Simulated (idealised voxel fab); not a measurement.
process module | voxel plated lines
cross-section cut | 225 nm wide | cells 5 nm
A cross-section is a grid of square cells, given in bands from the top down. A band is one or more rows of cells.
Each band's line starts with the height of the band's top and of its bottom, in nm. Then come its materials from left to right, each with its width in nm. One material with "throughout" fills the band from edge to edge. "air" is empty space.
Height 0 is the level under which the wafer as received is all one material. The lowest band goes on downwards, as in "0 down".
A width such as "30 to 40" changes by the same amount from each row of cells to the next, from the band's top row to its bottom row.
"no change" after a step means that no cell of the cross-section changed.
closed voids: empty space of 8 cells or more with no open way to the top, each as width x height at its distance from the left edge, in nm
after a step's settings: what the simulator itself notes on the step
overlay nm, on a step with a mask: how far to the right of its planned place the mask lay; to the left if negative
plan
1 op RECEIVE | material Si
2 op CONFORMAL_DEP | material Al2O3 | thk nm 10
3 op DIRECTIONAL_DEP | material TiN | thk nm 5
4 op PATTERN | tone open | mask id LINES | material resist | width nm 15 | pitch nm 35 | thk nm 40 | overlay nm 0
5 op EPI | material Ru | thk nm 10
6 op EPI | material Ru | thk nm 5
7 op EPI | material Ru | thk nm 10
8 op STRIP | etch materials resist
9 op DIRECTIONAL_ETCH | etch materials TiN | depth nm 5
10 op CONFORMAL_DEP | material SiN | thk nm 5
as received, after step 1
  0 down: Si throughout
  closed voids: none
a wafer at the end: this start, this plan, one mistake
  40 to 15: air 85 | Ru 15 | air 20 | Ru 15 | air 90
  15 to 10: air 85 | TiN 15 | air 20 | TiN 15 | air 90
  10 to 0: Al2O3 throughout
  0 down: Si throughout
  closed voids: none
what went wrong: step 10 was left out
